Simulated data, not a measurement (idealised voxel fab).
process module | voxel capacitor over wiring
cross-section cut | 195 nm wide | cells 5 nm
A cross-section is a grid of square cells, given in bands from the top down. A band is one or more rows of cells.
Each band's line starts with the height of the band's top and of its bottom, in nm. Then come its materials from left to right, each with its width in nm. One material with "throughout" fills the band from edge to edge. "air" is empty space.
Height 0 is the level under which the wafer as received is all one material. The lowest band goes on downwards, as in "0 down".
A width such as "30 to 40" changes by the same amount from each row of cells to the next, from the band's top row to its bottom row.
"no change" after a step means that no cell of the cross-section changed.
closed voids: empty space of 8 cells or more with no open way to the top, each as width x height at its distance from the left edge, in nm
after a step's settings: what the simulator itself notes on the step
overlay nm, on a step with a mask: how far to the right of its planned place the mask lay; to the left if negative
plan
1 op RECEIVE | material Si
2 op CONFORMAL_DEP | material SiO2 | thk nm 15
3 op DIRECTIONAL_DEP | material TiN | thk nm 5
4 op DIRECTIONAL_DEP | material W | thk nm 25
5 op MASKED_ETCH | tone cover | mask id METAL_1 | width nm 25 | pitch nm 80 | etch materials W | depth nm 25 | overlay nm 0
6 op MASKED_ETCH | tone cover | mask id METAL_1 | width nm 25 | pitch nm 80 | etch materials TiN | depth nm 5 | overlay nm 0
7 op FILL_DEP | material SiO2 | thk nm 10
8 op CMP | height nm 45
9 op CONFORMAL_DEP | material SiCN | thk nm 5
10 op DIRECTIONAL_DEP | material SiO2 | thk nm 20
11 op PATTERN | tone open | mask id PLUG_1 | material resist | width nm 15 | thk nm 20 | overlay nm 0
12 op DIRECTIONAL_ETCH | etch materials SiO2 | depth nm 20
13 op DIRECTIONAL_ETCH | etch materials SiCN | depth nm 5
14 op STRIP | etch materials resist
15 op EPI | material Ru | thk nm 10
16 op EPI | material Ru | thk nm 10
17 op EPI | material Ru | thk nm 5
18 op DIRECTIONAL_DEP | material TiN | thk nm 10
19 op DIRECTIONAL_DEP | material Al2O3 | thk nm 5
20 op DIRECTIONAL_DEP | material TiN | thk nm 5
21 op PATTERN | tone cover | mask id UPPER_PLATE | material resist | width nm 60 | thk nm 15 | overlay nm 0
22 op DIRECTIONAL_ETCH | etch materials TiN | depth nm 5
23 op DIRECTIONAL_ETCH | etch materials Al2O3 | depth nm 5
24 op STRIP | etch materials resist
25 op MASKED_ETCH | tone cover | mask id LOWER_PLATE | width nm 70 | etch materials TiN | depth nm 10 | overlay nm 0
26 op FILL_DEP | material SiO2 | thk nm 15
27 op CMP | height nm 100
28 op PATTERN | tone open | mask id PLUG_2 | material resist | width nm 15 | thk nm 15 | overlay nm 0
29 op DIRECTIONAL_ETCH | etch materials SiO2 | depth nm 10
30 op STRIP | etch materials resist
31 op CONFORMAL_DEP | material TiN | thk nm 5
32 op FILL_DEP | material Ru | thk nm 10
33 op CMP | height nm 100
34 op CONFORMAL_DEP | material SiCN | thk nm 5
first wafer, as planned
as received, after step 1
  0 down: Si throughout
  closed voids: none
after step 2
  15 to 0: SiO2 throughout
  below 0: unchanged
after step 3
  20 to 15: TiN throughout
  below 15: unchanged
after step 4
  45 to 20: W throughout
  below 20: unchanged
after step 5
  45 to 20: air 45 | W 25 | air 55 | W 25 | air 45
  below 20: unchanged
after step 6
  45 to 20: air 45 | W 25 | air 55 | W 25 | air 45
  20 to 15: air 45 | TiN 25 | air 55 | TiN 25 | air 45
  below 15: unchanged
after step 7
  55 to 45: SiO2 throughout
  45 to 20: SiO2 45 | W 25 | SiO2 55 | W 25 | SiO2 45
  20 to 15: SiO2 45 | TiN 25 | SiO2 55 | TiN 25 | SiO2 45
  below 15: unchanged
after step 8
  45 to 20: SiO2 45 | W 25 | SiO2 55 | W 25 | SiO2 45
  below 20: unchanged
after step 9
  50 to 45: SiCN throughout
  below 45: unchanged
after step 10
  70 to 50: SiO2 throughout
  below 50: unchanged
after step 11
  90 to 70: resist 55 | air 15 | resist 125
  below 70: unchanged
after step 12
  90 to 70: resist 55 | air 15 | resist 125
  70 to 50: SiO2 55 | air 15 | SiO2 125
  below 50: unchanged
after step 13
  90 to 70: resist 55 | air 15 | resist 125
  70 to 50: SiO2 55 | air 15 | SiO2 125
  50 to 45: SiCN 55 | air 15 | SiCN 125
  below 45: unchanged
after step 14
  70 to 50: SiO2 55 | air 15 | SiO2 125
  below 50: unchanged
after step 15
  70 to 55: SiO2 55 | air 15 | SiO2 125
  55 to 50: SiO2 55 | Ru 15 | SiO2 125
  50 to 45: SiCN 55 | Ru 15 | SiCN 125
  below 45: unchanged
after step 16
  70 to 65: SiO2 55 | air 15 | SiO2 125
  65 to 50: SiO2 55 | Ru 15 | SiO2 125
  below 50: unchanged
after step 17
  70 to 50: SiO2 55 | Ru 15 | SiO2 125
  below 50: unchanged
after step 18
  80 to 70: TiN throughout
  below 70: unchanged
after step 19
  85 to 80: Al2O3 throughout
  below 80: unchanged
after step 20
  90 to 85: TiN throughout
  below 85: unchanged
after step 21
  105 to 90: air 55 | resist 60 | air 80
  below 90: unchanged
after step 22
  105 to 90: air 55 | resist 60 | air 80
  90 to 85: air 55 | TiN 60 | air 80
  below 85: unchanged
after step 23
  105 to 90: air 55 | resist 60 | air 80
  90 to 85: air 55 | TiN 60 | air 80
  85 to 80: air 55 | Al2O3 60 | air 80
  below 80: unchanged
after step 24
  90 to 85: air 55 | TiN 60 | air 80
  below 85: unchanged
after step 25
  90 to 85: air 55 | TiN 60 | air 80
  85 to 80: air 55 | Al2O3 60 | air 80
  80 to 70: air 50 | TiN 70 | air 75
  below 70: unchanged
after step 26
  105 to 90: SiO2 throughout
  90 to 85: SiO2 55 | TiN 60 | SiO2 80
  85 to 80: SiO2 55 | Al2O3 60 | SiO2 80
  80 to 70: SiO2 50 | TiN 70 | SiO2 75
  below 70: unchanged
after step 27
  100 to 90: SiO2 throughout
  below 90: unchanged
after step 28
  115 to 100: resist 65 | air 15 | resist 115
  below 100: unchanged
after step 29
  115 to 100: resist 65 | air 15 | resist 115
  100 to 90: SiO2 65 | air 15 | SiO2 115
  below 90: unchanged
after step 30
  100 to 90: SiO2 65 | air 15 | SiO2 115
  below 90: unchanged
after step 31
  105 to 100: TiN 70 | air 5 | TiN 120
  100 to 95: SiO2 65 | TiN 5 | air 5 | TiN 5 | SiO2 115
  95 to 85: SiO2 65 to 55 | TiN 15 to 60 | SiO2 115 to 80
  below 85: unchanged
after step 32
  115 to 105: Ru throughout
  105 to 100: TiN 70 | Ru 5 | TiN 120
  100 to 95: SiO2 65 | TiN 5 | Ru 5 | TiN 5 | SiO2 115
  below 95: unchanged
after step 33
  100 to 95: SiO2 65 | TiN 5 | Ru 5 | TiN 5 | SiO2 115
  below 95: unchanged
after step 34
  105 to 100: SiCN throughout
  below 100: unchanged
second wafer: like start, like plan, one mistake. Through step 4 it matches the first wafer
when step 5 should have ended
  45 to 20: air 50 | W 20 | air 60 | W 20 | air 45
  below 20: unchanged
when step 6 should have ended
  45 to 20: air 50 | W 20 | air 60 | W 20 | air 45
  20 to 15: air 45 | TiN 25 | air 55 | TiN 25 | air 45
  below 15: unchanged
when step 7 should have ended
  55 to 45: SiO2 throughout
  45 to 20: SiO2 50 | W 20 | SiO2 60 | W 20 | SiO2 45
  20 to 15: SiO2 45 | TiN 25 | SiO2 55 | TiN 25 | SiO2 45
  below 15: unchanged
when step 8 should have ended
  45 to 20: SiO2 50 | W 20 | SiO2 60 | W 20 | SiO2 45
  below 20: unchanged
when step 9 should have ended
  50 to 45: SiCN throughout
  below 45: unchanged
when step 10 should have ended
  70 to 50: SiO2 throughout
  below 50: unchanged
when step 11 should have ended
  90 to 70: resist 55 | air 15 | resist 125
  below 70: unchanged
when step 12 should have ended
  90 to 70: resist 55 | air 15 | resist 125
  70 to 50: SiO2 55 | air 15 | SiO2 125
  below 50: unchanged
when step 13 should have ended
  90 to 70: resist 55 | air 15 | resist 125
  70 to 50: SiO2 55 | air 15 | SiO2 125
  50 to 45: SiCN 55 | air 15 | SiCN 125
  below 45: unchanged
when step 14 should have ended
  70 to 50: SiO2 55 | air 15 | SiO2 125
  below 50: unchanged
when step 15 should have ended
  70 to 55: SiO2 55 | air 15 | SiO2 125
  55 to 50: SiO2 55 | Ru 15 | SiO2 125
  50 to 45: SiCN 55 | Ru 15 | SiCN 125
  below 45: unchanged
when step 16 should have ended
  70 to 65: SiO2 55 | air 15 | SiO2 125
  65 to 50: SiO2 55 | Ru 15 | SiO2 125
  below 50: unchanged
when step 17 should have ended
  70 to 50: SiO2 55 | Ru 15 | SiO2 125
  below 50: unchanged
when step 18 should have ended
  80 to 70: TiN throughout
  below 70: unchanged
when step 19 should have ended
  85 to 80: Al2O3 throughout
  below 80: unchanged
when step 20 should have ended
  90 to 85: TiN throughout
  below 85: unchanged
when step 21 should have ended
  105 to 90: air 55 | resist 60 | air 80
  below 90: unchanged
when step 22 should have ended
  105 to 90: air 55 | resist 60 | air 80
  90 to 85: air 55 | TiN 60 | air 80
  below 85: unchanged
when step 23 should have ended
  105 to 90: air 55 | resist 60 | air 80
  90 to 85: air 55 | TiN 60 | air 80
  85 to 80: air 55 | Al2O3 60 | air 80
  below 80: unchanged
when step 24 should have ended
  90 to 85: air 55 | TiN 60 | air 80
  below 85: unchanged
when step 25 should have ended
  90 to 85: air 55 | TiN 60 | air 80
  85 to 80: air 55 | Al2O3 60 | air 80
  80 to 70: air 50 | TiN 70 | air 75
  below 70: unchanged
when step 26 should have ended
  105 to 90: SiO2 throughout
  90 to 85: SiO2 55 | TiN 60 | SiO2 80
  85 to 80: SiO2 55 | Al2O3 60 | SiO2 80
  80 to 70: SiO2 50 | TiN 70 | SiO2 75
  below 70: unchanged
when step 27 should have ended
  100 to 90: SiO2 throughout
  below 90: unchanged
when step 28 should have ended
  115 to 100: resist 65 | air 15 | resist 115
  below 100: unchanged
when step 29 should have ended
  115 to 100: resist 65 | air 15 | resist 115
  100 to 90: SiO2 65 | air 15 | SiO2 115
  below 90: unchanged
when step 30 should have ended
  100 to 90: SiO2 65 | air 15 | SiO2 115
  below 90: unchanged
when step 31 should have ended
  105 to 100: TiN 70 | air 5 | TiN 120
  100 to 95: SiO2 65 | TiN 5 | air 5 | TiN 5 | SiO2 115
  95 to 85: SiO2 65 to 55 | TiN 15 to 60 | SiO2 115 to 80
  below 85: unchanged
when step 32 should have ended
  115 to 105: Ru throughout
  105 to 100: TiN 70 | Ru 5 | TiN 120
  100 to 95: SiO2 65 | TiN 5 | Ru 5 | TiN 5 | SiO2 115
  below 95: unchanged
when step 33 should have ended
  100 to 95: SiO2 65 | TiN 5 | Ru 5 | TiN 5 | SiO2 115
  below 95: unchanged
when step 34 should have ended
  105 to 100: SiCN throughout
  below 100: unchanged
what went wrong: step 5 ran as: op MASKED_ETCH | tone cover | mask id METAL_1 | width nm 20 | pitch nm 80 | etch materials W | depth nm 25 | overlay nm 0
at the end the second wafer has, in cells: 10 more of SiO2 | 10 fewer of W
